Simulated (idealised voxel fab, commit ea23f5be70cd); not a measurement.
Process module in this document: voxel capacitor over wiring
Cross-sectional view cut (width: 275 nm; square cell size: 5 nm).
Cross-section spec: square-cell grid; bands listed top down; each band is one or more rows. Top height, bottom height, nm. Materials left to right, width each, nm. Single material + "edge to edge" = fills band edge to edge. "empty" = empty. Heads up on the height convention: 0 is the point under which the incoming wafer is all one material, and the lowest band has no bottom, it just keeps going down, like "from 0 down". A width given as "30 to 40" starts at the first number in the band's top row and ends at the second number in its bottom row, shifting by an equal amount at every step from row to row. The cross-section has no changed cell in any step marked "everything unchanged". "Enclosed voids" contains a list of empty spaces, each no smaller than 8 cells and without an open way to the top, written in the form width x height at distance with the distance from the left edge and all three in nm. It should be noted that, on the line of a given step, the content following the step's settings is a remark produced by the simulator itself with respect to that step. "overlay nm" answers the question of how far to the right of plan the mask lay on a step that has a mask, and when it is negative the answer is to the left.
These are the steps we planned for the process:
step 1: RECEIVE (material Si)
step 2: CONFORMAL_DEP (material SiO2; thk nm 10)
step 3: DIRECTIONAL_DEP (material TiN; thk nm 5)
step 4: DIRECTIONAL_DEP (material W; thk nm 20)
step 5: PATTERN (tone cover; mask id METAL_1; material resist; width nm 30; pitch nm 95; thk nm 15; overlay nm 0)
step 6: DIRECTIONAL_ETCH (etch materials W; depth nm 20)
step 7: DIRECTIONAL_ETCH (etch materials TiN; depth nm 5)
step 8: STRIP (etch materials resist)
step 9: FILL_DEP (material lowk; thk nm 10)
step 10: CMP (height nm 35)
step 11: CONFORMAL_DEP (material SiCN; thk nm 5)
step 12: DIRECTIONAL_DEP (material lowk; thk nm 10)
step 13: DIRECTIONAL_DEP (material aC; thk nm 15)
step 14: PATTERN (tone open; mask id PLUG_1; material resist; width nm 15; thk nm 35; overlay nm 0)
step 15: DIRECTIONAL_ETCH (etch materials aC; depth nm 15)
step 16: STRIP (etch materials resist)
step 17: DIRECTIONAL_ETCH (etch materials lowk; depth nm 10)
step 18: DIRECTIONAL_ETCH (etch materials SiCN; depth nm 5)
step 19: STRIP (etch materials aC)
step 20: EPI (material Ru; thk nm 10)
step 21: EPI (material Ru; thk nm 5)
step 22: DIRECTIONAL_DEP (material TiN; thk nm 10)
step 23: DIRECTIONAL_DEP (material SiN; thk nm 5)
step 24: DIRECTIONAL_DEP (material TiN; thk nm 5)
step 25: MASKED_ETCH (tone cover; mask id UPPER_PLATE; width nm 70; etch materials TiN; depth nm 5; overlay nm 0)
step 26: MASKED_ETCH (tone cover; mask id UPPER_PLATE; width nm 70; etch materials SiN; depth nm 5; overlay nm 0)
step 27: MASKED_ETCH (tone cover; mask id LOWER_PLATE; width nm 80; etch materials TiN; depth nm 10; overlay nm 0)
step 28: FILL_DEP (material SiO2; thk nm 15)
step 29: CMP (height nm 80)
step 30: DIRECTIONAL_DEP (material aC; thk nm 10)
step 31: PATTERN (tone open; mask id PLUG_2; material resist; width nm 15; thk nm 25; overlay nm 0)
step 32: DIRECTIONAL_ETCH (etch materials aC; depth nm 10)
step 33: STRIP (etch materials resist)
step 34: DIRECTIONAL_ETCH (etch materials SiO2; depth nm 10)
step 35: STRIP (etch materials aC)
step 36: CONFORMAL_DEP (material TiN; thk nm 5)
step 37: FILL_DEP (material Cu; thk nm 10)
step 38: CMP (height nm 80)
step 39: CONFORMAL_DEP (material SiCN; thk nm 5)
Across this set of wafers, the varied parameter is the width nm of step 14. Starting conditions are identical for every wafer, and the plan reports the value assigned to the first wafer.
Step 1 complete: as-received cross-section of the first of several wafers:
> from 0 down | Si edge to edge
> Enclosed voids: none
Per-wafer rows below. For each material: cells gained (+) or lost (-) since the wafer was received, as of end of module. Then: closed voids:
width nm 15, +1 Cu, +9 Ru, +107 SiCN, +14 SiN, +374 SiO2, +63 TiN, +48 W, +319 lowk, Enclosed voids: none
width nm 20, +1 Cu, +12 Ru, +106 SiCN, +14 SiN, +374 SiO2, +63 TiN, +48 W, +317 lowk, Enclosed voids: none
width nm 25, +1 Cu, +15 Ru, +105 SiCN, +14 SiN, +374 SiO2, +63 TiN, +48 W, +315 lowk, Enclosed voids: none
width nm 30, +1 Cu, +18 Ru, +104 SiCN, +14 SiN, +374 SiO2, +63 TiN, +48 W, +313 lowk, Enclosed voids: none
